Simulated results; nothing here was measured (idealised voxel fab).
voxel wiring stack: a process module
The cross-section on display is named cut; it measures 290 nm wide, and its cells are 5 nm squares.
When this document writes out a cross-section, it uses a grid of square cells and lists it as bands, beginning at the top and moving down, with a band standing for one or more rows of cells.
Top, bottom (nm), then materials left to right with widths (nm); lone material tagged "full width" fills the whole band edge to edge; "empty" = empty space.
A quick word on heights: they are counted from 0, and under that level the wafer as it came to us is one material throughout. The lowest band is different from the rest in having no bottom; it simply continues downward, written as in "z 0 and below".
A width given as "30 to 40" starts at the first number in the band's top row and ends at the second number in its bottom row, shifting by an equal amount at every step from row to row.
No cell of the cross-section changed in a step that is given as "left unchanged".
"Closed internal voids" lists enclosed empty spaces (at least 8 cells, no open path upward to the top), each as width x height at distance from the left edge, in nm.
Note: text after step settings on the step line = simulator remark on that step.
overlay nm: how far to the right of its planned place the mask lay on this masked step (negative: to the left).
[These are the steps we planned for the process]
1: op RECEIVE | material Si
2: op CONFORMAL_DEP | material SiO2 | thk nm 15
3: op DIRECTIONAL_DEP | material TiN | thk nm 5
4: op DIRECTIONAL_DEP | material W | thk nm 15
5: op DIRECTIONAL_DEP | material aC | thk nm 10
6: op PATTERN | tone cover | mask id METAL_1 | material resist | width nm 25 | pitch nm 50 | thk nm 25 | overlay nm 0
7: op DIRECTIONAL_ETCH | etch materials aC | depth nm 10
8: op STRIP | etch materials resist
9: op DIRECTIONAL_ETCH | etch materials W | depth nm 15
10: op DIRECTIONAL_ETCH | etch materials TiN | depth nm 5
11: op STRIP | etch materials aC
12: op FILL_DEP | material SiO2 | thk nm 5
13: op CMP | height nm 35
14: op CONFORMAL_DEP | material SiCN | thk nm 5
15: op DIRECTIONAL_DEP | material SiO2 | thk nm 20
16: op MASKED_ETCH | tone open | mask id PLUG_1 | width nm 15 | etch materials SiO2 | depth nm 20 | overlay nm 0
17: op MASKED_ETCH | tone open | mask id PLUG_1 | width nm 15 | etch materials SiCN | depth nm 5 | overlay nm 0
18: op EPI | material Ru | thk nm 10
19: op EPI | material Ru | thk nm 10
20: op EPI | material Ru | thk nm 5
21: op CONFORMAL_DEP | material SiCN | thk nm 5
22: op DIRECTIONAL_DEP | material lowk | thk nm 25
23: op PATTERN | tone open | mask id METAL_2 | material resist | width nm 25 | pitch nm 50 | thk nm 20 | overlay nm 0
24: op DIRECTIONAL_ETCH | etch materials lowk | depth nm 25
25: op DIRECTIONAL_ETCH | etch materials SiCN | depth nm 5
26: op STRIP | etch materials resist
27: op CONFORMAL_DEP | material TiN | thk nm 5
28: op FILL_DEP | material Ru | thk nm 5
29: op CMP | height nm 90
30: op EPI | material Ru | thk nm 5
31: op FILL_DEP | material SiCN | thk nm 5
32: op DIRECTIONAL_DEP | material SiO2 | thk nm 20
33: op DIRECTIONAL_DEP | material aC | thk nm 10
34: op PATTERN | tone open | mask id PLUG_2 | material resist | width nm 15 | pitch nm 50 | thk nm 25 | overlay nm 0
35: op DIRECTIONAL_ETCH | etch materials aC | depth nm 10
36: op STRIP | etch materials resist
37: op DIRECTIONAL_ETCH | etch materials SiO2 | depth nm 20
38: op DIRECTIONAL_ETCH | etch materials SiCN | depth nm 5
39: op STRIP | etch materials aC
40: op EPI | material Ru | thk nm 10
41: op EPI | material Ru | thk nm 10
42: op EPI | material Ru | thk nm 5
43: op CONFORMAL_DEP | material SiCN | thk nm 5
44: op DIRECTIONAL_DEP | material SiO2 | thk nm 25
45: op DIRECTIONAL_DEP | material aC | thk nm 15
46: op PATTERN | tone open | mask id METAL_3 | material resist | width nm 25 | pitch nm 50 | thk nm 35 | overlay nm 0
47: op DIRECTIONAL_ETCH | etch materials aC | depth nm 15
48: op STRIP | etch materials resist
49: op DIRECTIONAL_ETCH | etch materials SiO2 | depth nm 25
50: op DIRECTIONAL_ETCH | etch materials SiCN | depth nm 5
51: op STRIP | etch materials aC
52: op CONFORMAL_DEP | material TiN | thk nm 5
53: op FILL_DEP | material Cu | thk nm 5
54: op CMP | height nm 150
55: op CONFORMAL_DEP | material SiN | thk nm 5
[This is the cross-section of the wafer as we received it, i.e. after step 1]
  z 0 and below = Si full width
  Closed internal voids: none
[Wafer at module end, in section. Began as above, planned as above, run with one mistake]
  z 155 to 150 = SiN full width
  z 150 to 125 = 105 nm SiO2, 5 nm TiN, 15 nm Cu, 5 nm TiN, 25 nm SiO2, 5 nm TiN, 15 nm Cu, 5 nm TiN, 110 nm SiO2
  z 125 to 115 = 105 to 110 nm SiCN, 25 to 5 nm TiN, 25 to 45 nm SiCN, 25 to 5 nm TiN, 110 to 125 nm SiCN
  z 115 to 110 = 100 nm SiCN, 35 nm SiO2, 15 nm SiCN, 35 nm SiO2, 105 nm SiCN
  z 110 to 95 = SiO2 full width
  z 95 to 90 = 100 nm SiO2, 35 nm Ru, 15 nm SiO2, 35 nm Ru, 105 nm SiO2
  z 90 to 65 = 105 nm lowk, 5 nm TiN, 15 nm Ru, 5 nm TiN, 25 nm lowk, 5 nm TiN, 15 nm Ru, 5 nm TiN, 110 nm lowk
  z 65 to 60 = 105 nm SiCN, 25 nm TiN, 25 nm SiCN, 25 nm TiN, 110 nm SiCN
  z 60 to 40 = 105 nm SiO2, 15 nm Ru, 170 nm SiO2
  z 40 to 35 = 105 nm SiCN, 15 nm Ru, 170 nm SiCN
  z 35 to 20 = 105 nm SiO2, 25 nm W, 25 nm SiO2, 25 nm W, 110 nm SiO2
  z 20 to 15 = 105 nm SiO2, 25 nm TiN, 25 nm SiO2, 25 nm TiN, 110 nm SiO2
  z 15 to 0 = SiO2 full width
  z 0 and below = Si full width
  Closed internal voids: none
What was done differently from what was planned? the processing plan was not followed for steps 31 and 32, which were run with their positions exchanged
